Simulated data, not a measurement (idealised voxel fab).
process module | voxel transistor to metal
cross-section cut | 160 nm wide | cells 5 nm
A cross-section is a grid of square cells, given in bands from the top down. A band is one or more rows of cells.
Each band's line starts with the height of the band's top and of its bottom, in nm. Then come its materials from left to right, each with its width in nm. One material with "throughout" fills the band from edge to edge. "air" is empty space.
Height 0 is the level under which the wafer as received is all one material. The lowest band goes on downwards, as in "0 down".
A width such as "30 to 40" changes by the same amount from each row of cells to the next, from the band's top row to its bottom row.
"no change" after a step means that no cell of the cross-section changed.
closed voids: empty space of 8 cells or more with no open way to the top, each as width x height at its distance from the left edge, in nm
after a step's settings: what the simulator itself notes on the step
overlay nm, on a step with a mask: how far to the right of its planned place the mask lay; to the left if negative
plan
1 op RECEIVE | material Si
2 op OXIDIZE | depth nm 5
3 op CONFORMAL_DEP | material SiN | thk nm 15
4 op PATTERN | tone cover | mask id ACTIVE | material resist | width nm 120 | thk nm 15 | overlay nm 0
5 op DIRECTIONAL_ETCH | etch materials SiN | depth nm 15
6 op DIRECTIONAL_ETCH | etch materials SiO2 | depth nm 5
7 op DIRECTIONAL_ETCH | etch materials Si | depth nm 35
8 op STRIP | etch materials resist
9 op OXIDIZE | depth nm 5
10 op FILL_DEP | material SiO2 | thk nm 5
11 op CMP | height nm 15
12 op SELECTIVE_ETCH | etch materials SiO2 | depth nm 5
13 op STRIP | etch materials SiN
14 op SELECTIVE_ETCH | etch materials SiO2 | depth nm 5
15 op OXIDIZE | depth nm 5
16 op DIRECTIONAL_DEP | material polySi | thk nm 20
17 op DIRECTIONAL_DEP | material SiCN | thk nm 10
18 op MASKED_ETCH | tone cover | mask id GATE | width nm 30 | etch materials SiCN | depth nm 20 | overlay nm 0
19 op MASKED_ETCH | tone cover | mask id GATE | width nm 30 | etch materials polySi | depth nm 30 | overlay nm 0
20 op CONFORMAL_DEP | material SiO2 | thk nm 5
21 op DIRECTIONAL_ETCH | etch materials SiO2 | depth nm 5
22 op CONFORMAL_DEP | material SiN | thk nm 5
23 op DIRECTIONAL_ETCH | etch materials SiN | depth nm 5
24 op DIRECTIONAL_ETCH | etch materials SiO2 | depth nm 5
25 op DIRECTIONAL_ETCH | etch materials Si | depth nm 15
26 op EPI | material SiGe | thk nm 20
27 op FILL_DEP | material SiO2 | thk nm 10
28 op CMP | height nm 15
29 op STRIP | etch materials polySi
30 op SELECTIVE_ETCH | etch materials SiO2 | depth nm 5
31 op CONFORMAL_DEP | material HfO2 | thk nm 5
32 op CONFORMAL_DEP | material TiN | thk nm 5
33 op FILL_DEP | material W | thk nm 10
34 op CMP | height nm 10
35 op DIRECTIONAL_DEP | material SiO2 | thk nm 10
36 op PATTERN | tone open | mask id CONTACT | material resist | width nm 20 | pitch nm 90 | thk nm 15 | overlay nm 0
37 op DIRECTIONAL_ETCH | etch materials SiO2 | depth nm 25
38 op STRIP | etch materials resist
39 op CONFORMAL_DEP | material TiN | thk nm 5
40 op FILL_DEP | material W | thk nm 5
41 op CMP | height nm 20
42 op DIRECTIONAL_DEP | material TiN | thk nm 5
43 op DIRECTIONAL_DEP | material W | thk nm 20
44 op PATTERN | tone cover | mask id METAL_1 | material resist | width nm 20 | pitch nm 90 | thk nm 20 | overlay nm 0
45 op DIRECTIONAL_ETCH | etch materials W | depth nm 20
46 op DIRECTIONAL_ETCH | etch materials TiN | depth nm 5
47 op STRIP | etch materials resist
48 op CONFORMAL_DEP | material SiN | thk nm 5
49 op FILL_DEP | material SiO2 | thk nm 10
50 op CMP | height nm 45
51 op CONFORMAL_DEP | material SiCN | thk nm 5
52 op DIRECTIONAL_DEP | material SiO2 | thk nm 35
53 op PATTERN | tone open | mask id METAL_2_HOLES | material resist | width nm 15 | pitch nm 90 | thk nm 20 | overlay nm 0
54 op DIRECTIONAL_ETCH | etch materials SiO2 | depth nm 35
55 op STRIP | etch materials resist
56 op PATTERN | tone open | mask id METAL_2 | material resist | width nm 20 | pitch nm 90 | thk nm 15 | overlay nm 0
57 op DIRECTIONAL_ETCH | etch materials SiO2 | depth nm 20
58 op DIRECTIONAL_ETCH | etch materials SiCN | depth nm 5
59 op STRIP | etch materials resist
60 op CONFORMAL_DEP | material TiN | thk nm 5
61 op FILL_DEP | material Cu | thk nm 10
62 op CMP | height nm 85
63 op CONFORMAL_DEP | material SiCN | thk nm 5
as received, after step 1
  0 down: Si throughout
  closed voids: none
a wafer at the end: this start, this plan, one mistake
  90 to 85: SiCN throughout
  85 to 70: SiO2 25 | TiN 5 | Cu 10 | TiN 5 | SiO2 70 | TiN 5 | Cu 10 | TiN 5 | SiO2 25
  70 to 65: SiO2 25 | TiN 5 | Cu 5 | TiN 10 | SiO2 70 | TiN 5 | Cu 5 | TiN 10 | SiO2 25
  65 to 50: SiO2 25 | TiN 5 | Cu 5 | TiN 5 | SiO2 75 | TiN 5 | Cu 5 | TiN 5 | SiO2 30
  50 to 45: SiCN 25 | TiN 15 | SiCN 75 | TiN 15 | SiCN 30
  45 to 40: SiN 25 | TiN 20 | SiN 70 | TiN 20 | SiN 25
  40 to 20: W throughout
  20 to 15: SiO2 25 | TiN 5 | W 10 | TiN 5 | SiO2 70 | TiN 5 | W 10 | TiN 5 | SiO2 25
  15 to 10: SiO2 25 | TiN 20 | SiO2 70 | TiN 20 | SiO2 25
  10 to 5: SiO2 25 | TiN 10 | SiGe 20 | SiN 5 | HfO2 5 | TiN 5 | W 20 | TiN 5 | HfO2 5 | SiN 5 | SiGe 20 | TiN 10 | SiO2 25
  5 to 0: SiO2 20 | SiN 5 | TiN 10 | SiGe 20 | SiN 5 | HfO2 5 | TiN 5 | W 20 | TiN 5 | HfO2 5 | SiN 5 | SiGe 20 | TiN 10 | SiN 5 | SiO2 20
  0 to -5: SiO2 20 | SiN 5 | TiN 10 | SiGe 20 | SiN 5 | HfO2 5 | TiN 30 | HfO2 5 | SiN 5 | SiGe 20 | TiN 10 | SiN 5 | SiO2 20
  -5 to -10: SiO2 25 | SiGe 30 | SiO2 5 | HfO2 40 | SiO2 5 | SiGe 30 | SiO2 25
  -10 to -25: SiO2 25 | SiGe 30 | Si 50 | SiGe 30 | SiO2 25
  -25 to -45: SiO2 25 | Si 110 | SiO2 25
  -45 down: Si throughout
  closed voids: none
what went wrong: steps 42 and 43 were swapped
